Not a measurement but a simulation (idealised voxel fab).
This section sets out a process module, namely voxel ribs on slabs.
FYI the section here is cut, 270 nm wide, cells are 5 nm squares.
Just so we're on the same page, the cross-sections are grids of square cells, and they're listed out in bands top to bottom, each band one or more rows deep.
Band: top height; bottom height; in nm. Then, left to right: material with width in nm, for each material. "all across": a single material spanning edge to edge. "empty": empty space.
Height 0 is the level under which the wafer as received is all one material. The lowest band goes on downwards, as in "z 0 and below".
The width entry "30->40" should be interpreted row by row: the top row of cells in the band takes the first number, the bottom row takes the second number, and the change between adjacent rows is uniform throughout.
"nothing was modified", as given for a step, is the statement that not any cell of the cross-section underwent a change during that step.
For the entry "Enclosed void catalog", the listed items are empty spaces with no open way to the top whose size is 8 cells or more; each item follows the pattern width x height at distance, where distance is from the left edge and all three are in nm.
Post-settings text on a step line: simulator's own remark regarding the step.
What "overlay nm" on a step's line means: if the step has a mask, that mask lay this far to the right of its planned place, or, when the value is negative, to the left.

[Planned step list for the process]
step 1: RECEIVE, material Si
step 2: DIRECTIONAL_DEP, material SiO2, thk nm 20
step 3: DIRECTIONAL_DEP, material SiN, thk nm 25
step 4: MASKED_ETCH, tone cover, mask id RIB, width nm 25, etch materials SiN, depth nm 5, overlay nm 0
step 5: MASKED_ETCH, tone cover, mask id SLAB, width nm 85, etch materials SiN, depth nm 20, overlay nm 0
step 6: FILL_DEP, material SiO2, thk nm 25
step 7: CMP, height nm 60
step 8: DIRECTIONAL_DEP, material W, thk nm 10
step 9: DIRECTIONAL_DEP, material aC, thk nm 10
step 10: PATTERN, tone cover, mask id HEATER, material resist, width nm 35, thk nm 25, overlay nm 0
step 11: DIRECTIONAL_ETCH, etch materials aC, depth nm 10
step 12: STRIP, etch materials resist
step 13: DIRECTIONAL_ETCH, etch materials W, depth nm 10
step 14: STRIP, etch materials aC
step 15: CONFORMAL_DEP, material SiN, thk nm 5

[This is the cross-section of the wafer as we received it, i.e. after step 1]
z 0 and below: Si all across
Enclosed void catalog: none

[Figure: cross-sectional view of the wafer upon completion of the module, processed from the initial state and according to the plan depicted above, with one error introduced during execution]
z 75 to 70: empty 110 nm / SiN 45 nm / empty 115 nm
z 70 to 65: empty 110 nm / SiN 5 nm / W 35 nm / SiN 5 nm / empty 115 nm
z 65 to 60: SiN 115 nm / W 35 nm / SiN 120 nm
z 60 to 45: SiO2 all across
z 45 to 30: SiO2 120 nm / SiN 25 nm / SiO2 125 nm
z 30 to 20: SiO2 90 nm / SiN 85 nm / SiO2 95 nm
z 20 to 0: SiO2 all across
z 0 and below: Si all across
Enclosed void catalog: none
The plan and the run diverged here: in deviation from the planned setting, step 4 was conducted as MASKED_ETCH, tone cover, mask id RIB, width nm 25, etch materials SiN, depth nm 15, overlay nm 0
